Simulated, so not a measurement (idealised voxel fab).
Process module name: voxel gate over fins
The cross-section shown here is cut; it is 240 nm wide and divided into square cells measuring 5 nm on a side.
Square cells in a grid make up a cross-section in this document, and the grid is given as bands, listed from the top down, each one or more rows of cells.
Heights first: top, then bottom, in nm. Then materials, left to right, each with a width in nm. "edge to edge" on a single material: fills the band edge to edge. "air": empty space.
Heights from 0 (as-received wafer is one material below). Bottom band endless downward, as "0 nm and below".
The two numbers in a width such as "30->40" mark its ends across the band: the first belongs to the top row of cells, the second to the bottom row, and from each row to the next the width moves by the same amount.
The cross-section has no changed cell in any step marked "nothing was modified".
"Enclosed void listing" - sealed voids, min. 8 cells, no opening to top; format: width x height at distance (distance from left edge; nm throughout).
Past the settings on a step's line: simulator remark, on that step.
overlay nm: how far to the right of its planned place the mask lay on this masked step (negative: to the left).

[Steps in the process plan]
1) op RECEIVE | material Si
2) op CONFORMAL_DEP | material SiN | thk nm 5
3) op PATTERN | tone cover | mask id FINS | material resist | width nm 15 | pitch nm 60 | thk nm 15 | overlay nm 0
4) op DIRECTIONAL_ETCH | etch materials SiN | depth nm 5
5) op DIRECTIONAL_ETCH | etch materials Si | depth nm 35
6) op STRIP | etch materials resist
7) op OXIDIZE | depth nm 5
8) op FILL_DEP | material SiO2 | thk nm 5
9) op CMP | height nm 5
10) op MASKED_ETCH | tone open | mask id RAIL | width nm 15 | etch materials SiO2 | depth nm 35 | overlay nm 0
11) op CONFORMAL_DEP | material TiN | thk nm 5
12) op FILL_DEP | material W | thk nm 5
13) op CMP | height nm 5
14) op SELECTIVE_ETCH | etch materials W Ru TiN | depth nm 25
15) op FILL_DEP | material SiO2 | thk nm 5
16) op CMP | height nm 5
17) op SELECTIVE_ETCH | etch materials SiO2 | depth nm 20
18) op STRIP | etch materials SiN
19) op CONFORMAL_DEP | material HfO2 | thk nm 5
20) op CONFORMAL_DEP | material TiN | thk nm 5
21) op FILL_DEP | material W | thk nm 15
22) op CMP | height nm 20
23) op CONFORMAL_DEP | material SiN | thk nm 5

[Cross-section, incoming material, after step 1]
0 nm and below | Si edge to edge
Enclosed void listing: none

[First of two wafers at the end of the module, shown in cross-section; run carried out as planned]
25 nm to 20 nm | SiN edge to edge
20 nm to 10 nm | W edge to edge
10 nm to 5 nm | 45 nm W | 25 nm TiN | 35 nm W | 25 nm TiN | 35 nm W | 25 nm TiN | 50 nm W
5 nm to 0 nm | 45 nm W | 5 nm TiN | 15 nm HfO2 | 5 nm TiN | 35 nm W | 5 nm TiN | 15 nm HfO2 | 5 nm TiN | 35 nm W | 5 nm TiN | 15 nm HfO2 | 5 nm TiN | 50 nm W
0 nm to -5 nm | 45 nm W | 5 nm TiN | 5 nm HfO2 | 5 nm Si | 5 nm HfO2 | 5 nm TiN | 35 nm W | 5 nm TiN | 5 nm HfO2 | 5 nm Si | 5 nm HfO2 | 5 nm TiN | 35 nm W | 5 nm TiN | 5 nm HfO2 | 5 nm Si | 5 nm HfO2 | 5 nm TiN | 50 nm W
-5 nm to -10 nm | 50 nm TiN | 5 nm HfO2 | 5 nm Si | 5 nm HfO2 | 45 nm TiN | 5 nm HfO2 | 5 nm Si | 5 nm HfO2 | 45 nm TiN | 5 nm HfO2 | 5 nm Si | 5 nm HfO2 | 55 nm TiN
-10 nm to -15 nm | 55 nm HfO2 | 5 nm Si | 55 nm HfO2 | 5 nm Si | 55 nm HfO2 | 5 nm Si | 60 nm HfO2
-15 nm to -20 nm | 55 nm SiO2 | 5 nm Si | 55 nm SiO2 | 5 nm Si | 55 nm SiO2 | 5 nm Si | 60 nm SiO2
-20 nm to -25 nm | 55 nm SiO2 | 5 nm Si | 20 nm SiO2 | 5 nm TiN | 5 nm W | 5 nm TiN | 20 nm SiO2 | 5 nm Si | 55 nm SiO2 | 5 nm Si | 60 nm SiO2
-25 nm to -30 nm | 55 nm SiO2 | 5 nm Si | 20 nm SiO2 | 15 nm TiN | 20 nm SiO2 | 5 nm Si | 55 nm SiO2 | 5 nm Si | 60 nm SiO2
-30 nm to -40 nm | 55 nm SiO2 | 5 nm Si | 55 nm SiO2 | 5 nm Si | 55 nm SiO2 | 5 nm Si | 60 nm SiO2
-40 nm and below | Si edge to edge
Enclosed void listing: none

[Cross-section, second wafer: same start as the first, same plan as the first, one mistake in running it; taken at the end of the module]
25 nm to 20 nm | SiN edge to edge
20 nm to 10 nm | W edge to edge
10 nm to 5 nm | 55 nm TiN | 5 nm W | 55 nm TiN | 5 nm W | 55 nm TiN | 5 nm W | 60 nm TiN
5 nm to 0 nm | 50 nm HfO2 | 5 nm TiN | 5 nm W | 5 nm TiN | 45 nm HfO2 | 5 nm TiN | 5 nm W | 5 nm TiN | 45 nm HfO2 | 5 nm TiN | 5 nm W | 5 nm TiN | 55 nm HfO2
0 nm to -5 nm | 45 nm Si | 5 nm HfO2 | 5 nm TiN | 5 nm W | 5 nm TiN | 5 nm HfO2 | 35 nm Si | 5 nm HfO2 | 5 nm TiN | 5 nm W | 5 nm TiN | 5 nm HfO2 | 35 nm Si | 5 nm HfO2 | 5 nm TiN | 5 nm W | 5 nm TiN | 5 nm HfO2 | 50 nm Si
-5 nm to -10 nm | 45 nm Si | 5 nm HfO2 | 15 nm TiN | 5 nm HfO2 | 35 nm Si | 5 nm HfO2 | 15 nm TiN | 5 nm HfO2 | 35 nm Si | 5 nm HfO2 | 15 nm TiN | 5 nm HfO2 | 50 nm Si
-10 nm to -15 nm | 45 nm Si | 25 nm HfO2 | 35 nm Si | 25 nm HfO2 | 35 nm Si | 25 nm HfO2 | 50 nm Si
-15 nm to -40 nm | 45 nm Si | 25 nm SiO2 | 35 nm Si | 25 nm SiO2 | 35 nm Si | 25 nm SiO2 | 50 nm Si
-40 nm and below | Si edge to edge
Enclosed void listing: none
What broke from the plan during processing? step 3 did not happen as planned, as run it was op PATTERN | tone open | mask id FINS | material resist | width nm 15 | pitch nm 60 | thk nm 15 | overlay nm 0
End of process, cell counts, second wafer against first, materials with more or fewer: 240 more of Si, 144 fewer of SiO2, 5 fewer of TiN, 91 fewer of W
